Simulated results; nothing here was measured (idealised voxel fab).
Documented hereafter: the process module known as voxel ribs on slabs.
We display cut, a cross-section 240 nm in width whose square cells are each 5 nm.
Cross-section = grid of square cells, listed top down in bands; band = one or more rows. Band entry format. Leading values: height of top, height of bottom, nm. Remainder: materials in left-to-right order, each with its width in nm. Special words: "all across" on a single material, which then fills the band edge to edge; "air", empty space. Counting heights begins at 0, where everything beneath is, in the wafer as received, one material. The lowest band has no bottom; it goes on downwards, as "0 nm and below" shows. With a width like "30 to 40", each row of cells in the band differs from the next by the same amount, the top row carrying the first number and the bottom row the second. A step reported as "no alterations made" is a step in which no cell of the cross-section changed. Listed in "Non-vented voids": every empty space of 8 or more cells without an open way to the top. Form: width x height at distance, the distance being from the left edge, all in nm. Heads up: the bit after the settings on a step's line is the simulator's remark on that step. A step line may carry the setting "overlay nm", which, for steps involving a mask, states the distance by which the mask lay to the right of its intended position; negative values denote displacement to the left.

# Steps in the process plan
1: RECEIVE | material Si
2: DIRECTIONAL_DEP | material SiO2 | thk nm 30
3: DIRECTIONAL_DEP | material SiN | thk nm 25
4: DIRECTIONAL_DEP | material aC | thk nm 10
5: PATTERN | tone cover | mask id RIB | material resist | width nm 15 | thk nm 25 | overlay nm 0
6: DIRECTIONAL_ETCH | etch materials aC | depth nm 10
7: STRIP | etch materials resist
8: DIRECTIONAL_ETCH | etch materials SiN | depth nm 15
9: STRIP | etch materials aC
10: DIRECTIONAL_DEP | material aC | thk nm 15
11: PATTERN | tone cover | mask id SLAB | material resist | width nm 45 | thk nm 35 | overlay nm 0
12: DIRECTIONAL_ETCH | etch materials aC | depth nm 15
13: STRIP | etch materials resist
14: DIRECTIONAL_ETCH | etch materials SiN | depth nm 10
15: STRIP | etch materials aC
16: FILL_DEP | material SiO2 | thk nm 20
17: CMP | height nm 65
18: DIRECTIONAL_DEP | material W | thk nm 10
19: DIRECTIONAL_DEP | material aC | thk nm 15
20: PATTERN | tone cover | mask id HEATER | material resist | width nm 25 | thk nm 30 | overlay nm 0
21: DIRECTIONAL_ETCH | etch materials aC | depth nm 15
22: STRIP | etch materials resist
23: DIRECTIONAL_ETCH | etch materials W | depth nm 10
24: STRIP | etch materials aC
25: CONFORMAL_DEP | material SiN | thk nm 5

# Cross-sectional view of the wafer in its as-received condition, corresponding to the state after step 1
  0 nm and below  Si all across
  Non-vented voids: none

# One mistake in running the module, otherwise start and plan as above: cross-section at the end
  75 nm to 70 nm  air: 100  SiN: 35  air: 105
  70 nm to 65 nm  SiN: 105  W: 25  SiN: 110
  65 nm to 55 nm  SiO2 all across
  55 nm to 40 nm  SiO2: 110  SiN: 15  SiO2: 115
  40 nm to 30 nm  SiO2: 95  SiN: 45  SiO2: 100
  30 nm to 0 nm  SiO2 all across
  0 nm and below  Si all across
  Non-vented voids: none
Plan not followed: step 18 ran differently from the plan; actual operation with settings: DIRECTIONAL_DEP | material W | thk nm 5
